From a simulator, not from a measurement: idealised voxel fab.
The process module that follows is named voxel self aligned contacts.
Section cut is 245 nm wide and gridded with 5 nm square cells.
Cross-section spec: square-cell grid; bands listed top down; each band is one or more rows.
Top height, bottom height, nm. Materials left to right, width each, nm. Single material + "everywhere" = fills band edge to edge. "air" = empty.
Heights are measured from 0, the level below which the as-received wafer is all one material; the lowest band has no bottom and continues downward, written as in "0 down".
Graded width ("30..40"): value in top row of band = first number; value in bottom row = second number; row-to-row change constant.
"nothing different" after a step means that no cell of the cross-section changed.
This entry, "Unvented voids", enumerates those empty regions of no fewer than 8 cells that possess no open connection to the top. Each region is reported in the form width x height at distance, the distance being taken from the left edge, with all three quantities expressed in nm.
Text after the settings on a step's line: the simulator's own remark on that step.
overlay nm: step with mask; distance mask lay right of planned place; negative value = left of planned place.

-- Set out below are the planned steps of the process
1,RECEIVE: material Si
2,OXIDIZE: depth nm 5
3,DIRECTIONAL_DEP: material polySi, thk nm 20
4,DIRECTIONAL_DEP: material SiN, thk nm 20
5,PATTERN: tone cover, mask id GATE, material resist, width nm 35, pitch nm 60, thk nm 20, overlay nm 0
6,DIRECTIONAL_ETCH: etch materials SiN, depth nm 20
7,DIRECTIONAL_ETCH: etch materials polySi, depth nm 20
8,STRIP: etch materials resist
9,CONFORMAL_DEP: material SiN, thk nm 5
10,DIRECTIONAL_ETCH: etch materials SiN, depth nm 5
11,FILL_DEP: material SiO2, thk nm 10
12,CMP: height nm 45
13,MASKED_ETCH: tone open, mask id CONTACT, width nm 45, etch materials SiO2, depth nm 50, overlay nm 0
14,CONFORMAL_DEP: material TiN, thk nm 5
15,FILL_DEP: material W, thk nm 10
16,CMP: height nm 45
17,CONFORMAL_DEP: material SiN, thk nm 5

-- The cross-section here shows the wafer as received, i.e. in its state after step 1
  0 down | Si everywhere
  Unvented voids: none

-- First of two wafers at the end of the module, shown in cross-section; run carried out as planned
  50 to 45 | SiN everywhere
  45 to 40 | SiO2: 100, TiN: 20, W: 5, TiN: 20, SiO2: 100
  40 to 20 | SiO2: 70, SiN: 45, TiN: 5, W: 5, TiN: 5, SiN: 45, SiO2: 70
  20 to 0 | SiO2: 70, SiN: 5, polySi: 35, SiN: 5, TiN: 5, W: 5, TiN: 5, SiN: 5, polySi: 35, SiN: 5, SiO2: 70
  0 to -5 | SiO2: 115, TiN: 15, SiO2: 115
  -5 down | Si everywhere
  Unvented voids: none

-- Second of two wafers, module complete, sectioned: it shares the first wafer's start and plan but was run with one mistake
  50 to 45 | SiN everywhere
  45 to 40 | SiO2: 100, TiN: 20, W: 5, TiN: 20, SiO2: 100
  40 to 25 | SiO2: 70, SiN: 5, polySi: 35, SiN: 5, TiN: 5, W: 5, TiN: 5, SiN: 5, polySi: 35, SiN: 5, SiO2: 70
  25 to 20 | SiO2: 70, SiN: 5, polySi: 35, SiN: 5, TiN: 15, SiN: 5, polySi: 35, SiN: 5, SiO2: 70
  20 to 0 | SiN everywhere
  0 to -5 | SiO2 everywhere
  -5 down | Si everywhere
  Unvented voids: none
Want to know what went wrong? note: step 3 <-> step 4, run order reversed vs plan
The final cell counts differ between the wafers, with the second having more or fewer of some materials than the first: +124 SiN | -109 SiO2 | -10 TiN | -5 W
